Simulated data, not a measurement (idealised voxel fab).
Process module, titled voxel ribs on slabs
In the cross-section labelled cut, the width is 235 nm and each square cell is 5 nm.
Square cells in a grid make up a cross-section in this document, and the grid is given as bands, listed from the top down, each one or more rows of cells.
In this notation a band is specified by the heights of its top and bottom, in that order and in nm, after which its materials appear from left to right, each paired with its width in nm. The word "everywhere" attached to a single material means that material fills the band from edge to edge; the word "air" stands for empty space.
Heights are measured from 0, the level below which the as-received wafer is all one material; the lowest band has no bottom and continues downward, written as in "0 -> down".
You'd read "30->40" like this: the band's top row of cells is as wide as the first number, its bottom row is as wide as the second, and going down, every row changes width by the same amount as the row before did.
"all unchanged", as given for a step, is the statement that not any cell of the cross-section underwent a change during that step.
Basically, "Unvented internal voids" tells you about the enclosed voids: empty spaces with no open way to the top, 8 cells or bigger, each written width x height at distance, where distance is from the left edge, all in nm.
That trailing text on a step's line, after the settings, is the simulator's own remark on the step.
"overlay nm" answers the question of how far to the right of plan the mask lay on a step that has a mask, and when it is negative the answer is to the left.
-- Process steps foreseen in the plan
1) RECEIVE (material Si)
2) DIRECTIONAL_DEP (material SiO2; thk nm 25)
3) DIRECTIONAL_DEP (material polySi; thk nm 25)
4) DIRECTIONAL_DEP (material aC; thk nm 15)
5) PATTERN (tone cover; mask id RIB; material resist; width nm 30; thk nm 35; overlay nm 0)
6) DIRECTIONAL_ETCH (etch materials aC; depth nm 15)
7) STRIP (etch materials resist)
8) DIRECTIONAL_ETCH (etch materials polySi; depth nm 5)
9) STRIP (etch materials aC)
10) PATTERN (tone cover; mask id SLAB; material resist; width nm 90; thk nm 20; overlay nm 0)
11) DIRECTIONAL_ETCH (etch materials polySi; depth nm 20)
12) STRIP (etch materials resist)
13) FILL_DEP (material SiO2; thk nm 30)
14) CMP (height nm 70)
15) DIRECTIONAL_DEP (material W; thk nm 10)
16) DIRECTIONAL_DEP (material aC; thk nm 10)
17) PATTERN (tone cover; mask id HEATER; material resist; width nm 40; thk nm 25; overlay nm 0)
18) DIRECTIONAL_ETCH (etch materials aC; depth nm 10)
19) STRIP (etch materials resist)
20) DIRECTIONAL_ETCH (etch materials W; depth nm 10)
21) STRIP (etch materials aC)
22) CONFORMAL_DEP (material SiO2; thk nm 5)
-- Cross-section of the incoming wafer, state after step 1
    0 -> down  Si everywhere
    Unvented internal voids: none
-- What the wafer looks like in cross-section after this module, when it starts as shown above and follows the plan above but one mistake is made in running it
    85 -> 80  90 of air; 50 of SiO2; 95 of air
    80 -> 75  90 of air; 5 of SiO2; 40 of W; 5 of SiO2; 95 of air
    75 -> 70  95 of SiO2; 40 of W; 100 of SiO2
    70 -> 50  70 of SiO2; 90 of polySi; 75 of SiO2
    50 -> 25  polySi everywhere
    25 -> 0  SiO2 everywhere
    0 -> down  Si everywhere
    Unvented internal voids: none
So what did we get wrong on this run? twice over, step 3 of the plan was run
